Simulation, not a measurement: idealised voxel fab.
The process module presented herein is designated voxel self aligned vias.
The cross-section on display is named cut; it measures 205 nm wide, and its cells are 5 nm squares.
Format of a cross-section: grid, square cells. Given as bands. Order: top down. Band: one or more rows of cells. Per band: top height and bottom height in nm, followed by the left-to-right materials and their widths in nm; "everywhere" marks a single material spanning edge to edge, "empty" marks empty space. We count height from 0. Below that, the starting wafer is all one material. The lowest band never ends at the bottom but goes on down; see "0 and below" for how that is written. A two-number width, for instance "30..40", indicates that the width is equal to the first number in the top row of the band and to the second number in the bottom row, and that it changes by a constant amount per row of cells. Any step labelled "remains unaltered" changed none of the cells in the cross-section. "Closed empty spaces" enumerates empty spaces isolated from the top, with no open way to it, that contain at least 8 cells, giving each as width x height at distance from the left edge, all three in nm. Text after the settings on a step's line: the simulator's own remark on that step. Steps that use a mask can have "overlay nm" on their line. It says how far the mask sat to the right of where it was meant to be. Negative means to the left.
## These are the steps we planned for the process
1,RECEIVE [material Si]
2,CONFORMAL_DEP [material SiO2] [thk nm 10]
3,CONFORMAL_DEP [material SiCN] [thk nm 5]
4,DIRECTIONAL_DEP [material lowk] [thk nm 20]
5,DIRECTIONAL_DEP [material aC] [thk nm 10]
6,PATTERN [tone open] [mask id LINES] [material resist] [width nm 30] [pitch nm 80] [thk nm 30] [overlay nm 0]
7,DIRECTIONAL_ETCH [etch materials aC] [depth nm 10]
8,STRIP [etch materials resist]
9,DIRECTIONAL_ETCH [etch materials lowk] [depth nm 20]
10,STRIP [etch materials aC]
11,CONFORMAL_DEP [material TiN] [thk nm 5]
12,FILL_DEP [material Ru] [thk nm 5]
13,CMP [height nm 35]
14,SELECTIVE_ETCH [etch materials W Ru TiN] [depth nm 10]
15,FILL_DEP [material SiN] [thk nm 10]
16,CMP [height nm 35]
17,DIRECTIONAL_DEP [material lowk] [thk nm 15]
18,DIRECTIONAL_DEP [material aC] [thk nm 10]
19,PATTERN [tone open] [mask id VIAS] [material resist] [width nm 50] [thk nm 30] [overlay nm 0]
20,DIRECTIONAL_ETCH [etch materials aC] [depth nm 10]
21,STRIP [etch materials resist]
22,DIRECTIONAL_ETCH [etch materials lowk] [depth nm 15]
23,DIRECTIONAL_ETCH [etch materials SiN] [depth nm 10]
24,STRIP [etch materials aC]
25,CONFORMAL_DEP [material TiN] [thk nm 5]
26,FILL_DEP [material W] [thk nm 10]
27,CMP [height nm 50]
28,CONFORMAL_DEP [material SiN] [thk nm 5]
## First of two wafers, processed according to plan
## As-received wafer cross-section (after step 1)
	0 and below: Si everywhere
	Closed empty spaces: none
## Step 2 complete: cross-section through the wafer
	10 down to 0: SiO2 everywhere
	For the remainder of the cross-section, below 0, there is no change.
## Step 3 complete: cross-section through the wafer
	15 down to 10: SiCN everywhere
	For the remainder of the cross-section, below 10, there is no change.
## Step 4 complete: cross-section through the wafer
	35 down to 15: lowk everywhere
	For the remainder of the cross-section, below 15, there is no change.
## Step 5 complete: cross-section through the wafer
	45 down to 35: aC everywhere
	For the remainder of the cross-section, below 35, there is no change.
## Step 6 complete: cross-section through the wafer
	75 down to 45: 45 nm resist, then 30 nm empty, then 50 nm resist, then 30 nm empty, then 50 nm resist
	For the remainder of the cross-section, below 45, there is no change.
## Step 7 complete: cross-section through the wafer
	65 down to 45: 45 nm resist, then 30 nm empty, then 50 nm resist, then 30 nm empty, then 50 nm resist
	45 down to 35: 45 nm aC, then 30 nm empty, then 50 nm aC, then 30 nm empty, then 50 nm aC
	For the remainder of the cross-section, below 35, there is no change.
## Step 8 complete: cross-section through the wafer
	45 down to 35: 45 nm aC, then 30 nm empty, then 50 nm aC, then 30 nm empty, then 50 nm aC
	For the remainder of the cross-section, below 35, there is no change.
## Step 9 complete: cross-section through the wafer
	45 down to 35: 45 nm aC, then 30 nm empty, then 50 nm aC, then 30 nm empty, then 50 nm aC
	35 down to 15: 45 nm lowk, then 30 nm empty, then 50 nm lowk, then 30 nm empty, then 50 nm lowk
	For the remainder of the cross-section, below 15, there is no change.
## Step 10 complete: cross-section through the wafer
	35 down to 15: 45 nm lowk, then 30 nm empty, then 50 nm lowk, then 30 nm empty, then 50 nm lowk
	For the remainder of the cross-section, below 15, there is no change.
## Step 11 complete: cross-section through the wafer
	40 down to 35: 50 nm TiN, then 20 nm empty, then 60 nm TiN, then 20 nm empty, then 55 nm TiN
	35 down to 20: 45 nm lowk, then 5 nm TiN, then 20 nm empty, then 5 nm TiN, then 50 nm lowk, then 5 nm TiN, then 20 nm empty, then 5 nm TiN, then 50 nm lowk
	20 down to 15: 45 nm lowk, then 30 nm TiN, then 50 nm lowk, then 30 nm TiN, then 50 nm lowk
	For the remainder of the cross-section, below 15, there is no change.
## Step 12 complete: cross-section through the wafer
	45 down to 40: Ru everywhere
	40 down to 35: 50 nm TiN, then 20 nm Ru, then 60 nm TiN, then 20 nm Ru, then 55 nm TiN
	35 down to 20: 45 nm lowk, then 5 nm TiN, then 20 nm Ru, then 5 nm TiN, then 50 nm lowk, then 5 nm TiN, then 20 nm Ru, then 5 nm TiN, then 50 nm lowk
	For the remainder of the cross-section, below 20, there is no change.
## Step 13 complete: cross-section through the wafer
	35 down to 20: 45 nm lowk, then 5 nm TiN, then 20 nm Ru, then 5 nm TiN, then 50 nm lowk, then 5 nm TiN, then 20 nm Ru, then 5 nm TiN, then 50 nm lowk
	For the remainder of the cross-section, below 20, there is no change.
## Step 14 complete: cross-section through the wafer
	35 down to 25: 45 nm lowk, then 30 nm empty, then 50 nm lowk, then 30 nm empty, then 50 nm lowk
	For the remainder of the cross-section, below 25, there is no change.
## Step 15 complete: cross-section through the wafer
	45 down to 35: SiN everywhere
	35 down to 25: 45 nm lowk, then 30 nm SiN, then 50 nm lowk, then 30 nm SiN, then 50 nm lowk
	For the remainder of the cross-section, below 25, there is no change.
## Step 16 complete: cross-section through the wafer
	35 down to 25: 45 nm lowk, then 30 nm SiN, then 50 nm lowk, then 30 nm SiN, then 50 nm lowk
	For the remainder of the cross-section, below 25, there is no change.
## Step 17 complete: cross-section through the wafer
	50 down to 35: lowk everywhere
	For the remainder of the cross-section, below 35, there is no change.
## Step 18 complete: cross-section through the wafer
	60 down to 50: aC everywhere
	For the remainder of the cross-section, below 50, there is no change.
## Step 19 complete: cross-section through the wafer
	90 down to 60: 35 nm resist, then 50 nm empty, then 120 nm resist
	For the remainder of the cross-section, below 60, there is no change.
## Step 20 complete: cross-section through the wafer
	80 down to 60: 35 nm resist, then 50 nm empty, then 120 nm resist
	60 down to 50: 35 nm aC, then 50 nm empty, then 120 nm aC
	For the remainder of the cross-section, below 50, there is no change.
## Step 21 complete: cross-section through the wafer
	60 down to 50: 35 nm aC, then 50 nm empty, then 120 nm aC
	For the remainder of the cross-section, below 50, there is no change.
## Step 22 complete: cross-section through the wafer
	60 down to 50: 35 nm aC, then 50 nm empty, then 120 nm aC
	50 down to 35: 35 nm lowk, then 50 nm empty, then 120 nm lowk
	For the remainder of the cross-section, below 35, there is no change.
## Step 23 complete: cross-section through the wafer
	60 down to 50: 35 nm aC, then 50 nm empty, then 120 nm aC
	50 down to 35: 35 nm lowk, then 50 nm empty, then 120 nm lowk
	35 down to 25: 45 nm lowk, then 30 nm empty, then 50 nm lowk, then 30 nm SiN, then 50 nm lowk
	For the remainder of the cross-section, below 25, there is no change.
## Step 24 complete: cross-section through the wafer
	50 down to 35: 35 nm lowk, then 50 nm empty, then 120 nm lowk
	For the remainder of the cross-section, below 35, there is no change.
## Step 25 complete: cross-section through the wafer
	55 down to 50: 40 nm TiN, then 40 nm empty, then 125 nm TiN
	50 down to 40: 35 nm lowk, then 5 nm TiN, then 40 nm empty, then 5 nm TiN, then 120 nm lowk
	40 down to 35: 35 nm lowk, then 15 nm TiN, then 20 nm empty, then 15 nm TiN, then 120 nm lowk
	35 down to 30: 45 nm lowk, then 5 nm TiN, then 20 nm empty, then 5 nm TiN, then 50 nm lowk, then 30 nm SiN, then 50 nm lowk
	30 down to 25: 45 nm lowk, then 30 nm TiN, then 50 nm lowk, then 30 nm SiN, then 50 nm lowk
	For the remainder of the cross-section, below 25, there is no change.
## Step 26 complete: cross-section through the wafer
	65 down to 55: W everywhere
	55 down to 50: 40 nm TiN, then 40 nm W, then 125 nm TiN
	50 down to 40: 35 nm lowk, then 5 nm TiN, then 40 nm W, then 5 nm TiN, then 120 nm lowk
	40 down to 35: 35 nm lowk, then 15 nm TiN, then 20 nm W, then 15 nm TiN, then 120 nm lowk
	35 down to 30: 45 nm lowk, then 5 nm TiN, then 20 nm W, then 5 nm TiN, then 50 nm lowk, then 30 nm SiN, then 50 nm lowk
	For the remainder of the cross-section, below 30, there is no change.
## Step 27 complete: cross-section through the wafer
	50 down to 40: 35 nm lowk, then 5 nm TiN, then 40 nm W, then 5 nm TiN, then 120 nm lowk
	For the remainder of the cross-section, below 40, there is no change.
## Step 28 complete: cross-section through the wafer
	55 down to 50: SiN everywhere
	For the remainder of the cross-section, below 50, there is no change.
## Second wafer. Start and plan as for the first. One mistake made in running. Agrees with the first up to and including step 18
## X-section, second wafer, when step 19 was due to finish
	90 down to 60: 35 nm resist, then 55 nm empty, then 115 nm resist
	For the remainder of the cross-section, below 60, there is no change.
## X-section, second wafer, when step 20 was due to finish
	80 down to 60: 35 nm resist, then 55 nm empty, then 115 nm resist
	60 down to 50: 35 nm aC, then 55 nm empty, then 115 nm aC
	For the remainder of the cross-section, below 50, there is no change.
## X-section, second wafer, when step 21 was due to finish
	60 down to 50: 35 nm aC, then 55 nm empty, then 115 nm aC
	For the remainder of the cross-section, below 50, there is no change.
## X-section, second wafer, when step 22 was due to finish
	60 down to 50: 35 nm aC, then 55 nm empty, then 115 nm aC
	50 down to 35: 35 nm lowk, then 55 nm empty, then 115 nm lowk
	For the remainder of the cross-section, below 35, there is no change.
## X-section, second wafer, when step 23 was due to finish
	60 down to 50: 35 nm aC, then 55 nm empty, then 115 nm aC
	50 down to 35: 35 nm lowk, then 55 nm empty, then 115 nm lowk
	35 down to 25: 45 nm lowk, then 30 nm empty, then 50 nm lowk, then 30 nm SiN, then 50 nm lowk
	For the remainder of the cross-section, below 25, there is no change.
## X-section, second wafer, when step 24 was due to finish
	50 down to 35: 35 nm lowk, then 55 nm empty, then 115 nm lowk
	For the remainder of the cross-section, below 35, there is no change.
## X-section, second wafer, when step 25 was due to finish
	55 down to 50: 40 nm TiN, then 45 nm empty, then 120 nm TiN
	50 down to 40: 35 nm lowk, then 5 nm TiN, then 45 nm empty, then 5 nm TiN, then 115 nm lowk
	40 down to 35: 35 nm lowk, then 15 nm TiN, then 20 nm empty, then 20 nm TiN, then 115 nm lowk
	35 down to 30: 45 nm lowk, then 5 nm TiN, then 20 nm empty, then 5 nm TiN, then 50 nm lowk, then 30 nm SiN, then 50 nm lowk
	30 down to 25: 45 nm lowk, then 30 nm TiN, then 50 nm lowk, then 30 nm SiN, then 50 nm lowk
	For the remainder of the cross-section, below 25, there is no change.
## X-section, second wafer, when step 26 was due to finish
	65 down to 55: W everywhere
	55 down to 50: 40 nm TiN, then 45 nm W, then 120 nm TiN
	50 down to 40: 35 nm lowk, then 5 nm TiN, then 45 nm W, then 5 nm TiN, then 115 nm lowk
	40 down to 35: 35 nm lowk, then 15 nm TiN, then 20 nm W, then 20 nm TiN, then 115 nm lowk
	35 down to 30: 45 nm lowk, then 5 nm TiN, then 20 nm W, then 5 nm TiN, then 50 nm lowk, then 30 nm SiN, then 50 nm lowk
	For the remainder of the cross-section, below 30, there is no change.
## X-section, second wafer, when step 27 was due to finish
	50 down to 40: 35 nm lowk, then 5 nm TiN, then 45 nm W, then 5 nm TiN, then 115 nm lowk
	For the remainder of the cross-section, below 40, there is no change.
## X-section, second wafer, when step 28 was due to finish
	55 down to 50: SiN everywhere
	For the remainder of the cross-section, below 50, there is no change.
Heads up, the wafer didn't run the way we planned it: planned and actual differ for step 19; actual: PATTERN [tone open] [mask id VIAS] [material resist] [width nm 55] [thk nm 30] [overlay nm 0]
Looking at both finished wafers in cells, the second ends up ahead of or behind the first on some materials: TiN +1; W +2; lowk -3
